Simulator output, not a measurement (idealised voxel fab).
process module | voxel wiring stack
cross-section cut | 195 nm wide | cells 5 nm
A cross-section is a grid of square cells, given in bands from the top down. A band is one or more rows of cells.
Each band's line starts with the height of the band's top and of its bottom, in nm. Then come its materials from left to right, each with its width in nm. One material with "throughout" fills the band from edge to edge. "air" is empty space.
Height 0 is the level under which the wafer as received is all one material. The lowest band goes on downwards, as in "0 down".
A width such as "30 to 40" changes by the same amount from each row of cells to the next, from the band's top row to its bottom row.
"no change" after a step means that no cell of the cross-section changed.
closed voids: empty space of 8 cells or more with no open way to the top, each as width x height at its distance from the left edge, in nm
after a step's settings: what the simulator itself notes on the step
overlay nm, on a step with a mask: how far to the right of its planned place the mask lay; to the left if negative
plan
1 op RECEIVE | material Si
2 op CONFORMAL_DEP | material SiO2 | thk nm 15
3 op CONFORMAL_DEP | material SiN | thk nm 5
4 op DIRECTIONAL_DEP | material lowk | thk nm 25
5 op DIRECTIONAL_DEP | material aC | thk nm 15
6 op PATTERN | tone open | mask id METAL_1 | material resist | width nm 25 | pitch nm 55 | thk nm 35 | overlay nm 0
7 op DIRECTIONAL_ETCH | etch materials aC | depth nm 15
8 op STRIP | etch materials resist
9 op DIRECTIONAL_ETCH | etch materials lowk | depth nm 25
10 op DIRECTIONAL_ETCH | etch materials SiN | depth nm 5
11 op STRIP | etch materials aC
12 op CONFORMAL_DEP | material TiN | thk nm 5
13 op FILL_DEP | material Ru | thk nm 5
14 op CMP | height nm 45
15 op CONFORMAL_DEP | material SiCN | thk nm 5
16 op DIRECTIONAL_DEP | material SiO2 | thk nm 30
17 op PATTERN | tone open | mask id METAL_2 | material resist | width nm 25 | pitch nm 55 | thk nm 15 | overlay nm 0
18 op DIRECTIONAL_ETCH | etch materials SiO2 | depth nm 20
19 op STRIP | etch materials resist
20 op DIRECTIONAL_DEP | material aC | thk nm 15
21 op PATTERN | tone open | mask id METAL_2_HOLES | material resist | width nm 15 | pitch nm 55 | thk nm 35 | overlay nm 0
22 op DIRECTIONAL_ETCH | etch materials aC | depth nm 15
23 op STRIP | etch materials resist
24 op DIRECTIONAL_ETCH | etch materials SiO2 | depth nm 10
25 op DIRECTIONAL_ETCH | etch materials SiCN | depth nm 5
26 op STRIP | etch materials aC
27 op CONFORMAL_DEP | material TiN | thk nm 5
28 op FILL_DEP | material Cu | thk nm 5
29 op CMP | height nm 80
30 op CONFORMAL_DEP | material SiCN | thk nm 5
31 op DIRECTIONAL_DEP | material SiO2 | thk nm 35
32 op PATTERN | tone open | mask id METAL_3_HOLES | material resist | width nm 15 | thk nm 20 | overlay nm 0
33 op DIRECTIONAL_ETCH | etch materials SiO2 | depth nm 35
34 op STRIP | etch materials resist
35 op DIRECTIONAL_DEP | material aC | thk nm 15
36 op PATTERN | tone open | mask id METAL_3 | material resist | width nm 25 | pitch nm 55 | thk nm 35 | overlay nm 0
37 op DIRECTIONAL_ETCH | etch materials aC | depth nm 15
38 op STRIP | etch materials resist
39 op DIRECTIONAL_ETCH | etch materials SiO2 | depth nm 20
40 op DIRECTIONAL_ETCH | etch materials SiCN | depth nm 5
41 op STRIP | etch materials aC
42 op CONFORMAL_DEP | material TiN | thk nm 5
43 op FILL_DEP | material Cu | thk nm 10
44 op CMP | height nm 120
45 op CONFORMAL_DEP | material SiCN | thk nm 5
as received, after step 1
  0 down: Si throughout
  closed voids: none
first wafer at the end, as planned
  125 to 120: SiCN throughout
  120 to 105: SiO2 55 | TiN 5 | Cu 15 | TiN 5 | SiO2 30 | TiN 5 | Cu 15 | TiN 5 | SiO2 60
  105 to 100: SiO2 55 | TiN 5 | Cu 5 | TiN 15 | SiO2 30 | TiN 25 | SiO2 60
  100 to 85: SiO2 55 | TiN 5 | Cu 5 | TiN 5 | SiO2 125
  85 to 80: SiCN 55 | TiN 15 | SiCN 125
  80 to 65: SiO2 55 | TiN 5 | Cu 15 | TiN 5 | SiO2 30 | TiN 5 | Cu 15 | TiN 5 | SiO2 60
  65 to 60: SiO2 55 | TiN 5 | Cu 5 | TiN 15 | SiO2 30 | TiN 5 | Cu 5 | TiN 15 | SiO2 60
  60 to 50: SiO2 55 | TiN 5 | Cu 5 | TiN 5 | SiO2 40 | TiN 5 | Cu 5 | TiN 5 | SiO2 70
  50 to 45: SiCN 55 | TiN 15 | SiCN 40 | TiN 15 | SiCN 70
  45 to 20: lowk 55 | TiN 5 | Ru 15 | TiN 5 | lowk 30 | TiN 5 | Ru 15 | TiN 5 | lowk 60
  20 to 15: SiN 55 | TiN 25 | SiN 30 | TiN 25 | SiN 60
  15 to 0: SiO2 throughout
  0 down: Si throughout
  closed voids: none
second wafer at the end: like start, like plan, one mistake
  125 to 120: SiCN throughout
  120 to 105: SiO2 55 | TiN 5 | Cu 15 | TiN 5 | SiO2 30 | TiN 5 | Cu 15 | TiN 5 | SiO2 60
  105 to 100: SiO2 55 | TiN 5 | Cu 5 | TiN 15 | SiO2 30 | TiN 25 | SiO2 60
  100 to 85: SiO2 55 | TiN 5 | Cu 5 | TiN 5 | SiO2 125
  85 to 80: SiCN 55 | TiN 15 | SiCN 125
  80 to 50: SiO2 throughout
  50 to 45: SiCN throughout
  45 to 20: lowk 55 | TiN 5 | Ru 15 | TiN 5 | lowk 30 | TiN 5 | Ru 15 | TiN 5 | lowk 60
  20 to 15: SiN 55 | TiN 25 | SiN 30 | TiN 25 | SiN 60
  15 to 0: SiO2 throughout
  0 down: Si throughout
  closed voids: none
what went wrong: step 16 was run twice
at the end the second wafer has, in cells: 24 fewer of Cu | 6 more of SiCN | 52 more of SiO2 | 34 fewer of TiN
